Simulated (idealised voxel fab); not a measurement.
The document below concerns the process module designated voxel gate over fins.
Section shown: cut. Width: 160 nm. Cell size: 5 nm, square.
For the purposes of this document, a cross-section shall be understood as a grid of square cells, specified as bands listed in top-to-bottom order, each band consisting of one or more rows of cells.
Basically the band line says how high the top is and how high the bottom is, in nm, and then what's in it from left to right, every material with its width in nm. Empty space shows up as "empty", and if a single material carries "all across" it runs the full band edge to edge.
Basically, 0 is our baseline, since under it the wafer straight out of the box is all one material. The bottom band has no lower end and keeps on going down, so it looks like "top 0, no bottom".
A two-number width, for instance "30->40", indicates that the width is equal to the first number in the top row of the band and to the second number in the bottom row, and that it changes by a constant amount per row of cells.
What does "remained unchanged" mean for a step? It means no cell of the cross-section changed in that step.
The list in "Closed void inventory" covers empty spaces of 8 cells or more that cannot reach the top through any open way, and it gives each as width x height at distance; the distance is from the left edge, and width, height and distance are in nm.
Where a step's line continues beyond its settings, the continuation is a remark by the simulator itself on that step.
The setting "overlay nm" may be written on the line of a step. When the step uses a mask, the value reports how far to the right of the planned place the mask lay, and a negative value reports that it lay to the left.

Steps in the process plan:
1 RECEIVE [material Si]
2 CONFORMAL_DEP [material SiN] [thk nm 10]
3 MASKED_ETCH [tone cover] [mask id FINS] [width nm 15] [pitch nm 60] [etch materials SiN] [depth nm 10] [overlay nm 0]
4 MASKED_ETCH [tone cover] [mask id FINS] [width nm 15] [pitch nm 60] [etch materials Si] [depth nm 35] [overlay nm 0]
5 OXIDIZE [depth nm 5]
6 FILL_DEP [material SiO2] [thk nm 15]
7 CMP [height nm 10]
8 MASKED_ETCH [tone open] [mask id RAIL] [width nm 15] [etch materials SiO2] [depth nm 40] [overlay nm -15]
9 CONFORMAL_DEP [material TiN] [thk nm 5]
10 FILL_DEP [material Ru] [thk nm 5]
11 CMP [height nm 10]
12 SELECTIVE_ETCH [etch materials W Ru TiN] [depth nm 25]
13 FILL_DEP [material SiO2] [thk nm 5]
14 CMP [height nm 10]
15 SELECTIVE_ETCH [etch materials SiO2] [depth nm 20]
16 STRIP [etch materials SiN]
17 CONFORMAL_DEP [material HfO2] [thk nm 5]
18 CONFORMAL_DEP [material TiN] [thk nm 5]
19 CONFORMAL_DEP [material TiAl] [thk nm 5]
20 CONFORMAL_DEP [material TiN] [thk nm 5]
21 FILL_DEP [material W] [thk nm 10]
22 CMP [height nm 25]
23 CONFORMAL_DEP [material SiN] [thk nm 10]
Heads up: all these wafers start the same, and what changes between them is the overlay nm in step 8. The value you see in the plan is just what the first wafer got.

Step 1 complete: as-received cross-section of the first of several wafers:
> top 0, no bottom: Si all across
> Closed void inventory: none

Tabulated below, wafer by wafer, are the end-of-module results: for each material, the number of cells gained (+) or lost (-) relative to the as-received state, followed by the closed voids:
overlay nm -15, +40 HfO2, +2 Ru, -240 Si, +64 SiN, +171 SiO2, +40 TiAl, +87 TiN, +60 W, Closed void inventory: none
overlay nm -10, +40 HfO2, +2 Ru, -240 Si, +64 SiN, +171 SiO2, +40 TiAl, +87 TiN, +60 W, Closed void inventory: none
overlay nm -5, +40 HfO2, +2 Ru, -240 Si, +64 SiN, +171 SiO2, +40 TiAl, +87 TiN, +60 W, Closed void inventory: none
overlay nm 0, +40 HfO2, +2 Ru, -240 Si, +64 SiN, +171 SiO2, +40 TiAl, +87 TiN, +60 W, Closed void inventory: none
overlay nm 5, +40 HfO2, +2 Ru, -240 Si, +64 SiN, +171 SiO2, +40 TiAl, +87 TiN, +60 W, Closed void inventory: none
overlay nm 10, +40 HfO2, +2 Ru, -240 Si, +64 SiN, +171 SiO2, +40 TiAl, +87 TiN, +60 W, Closed void inventory: none
overlay nm 15, +40 HfO2, +2 Ru, -240 Si, +64 SiN, +171 SiO2, +40 TiAl, +87 TiN, +60 W, Closed void inventory: none
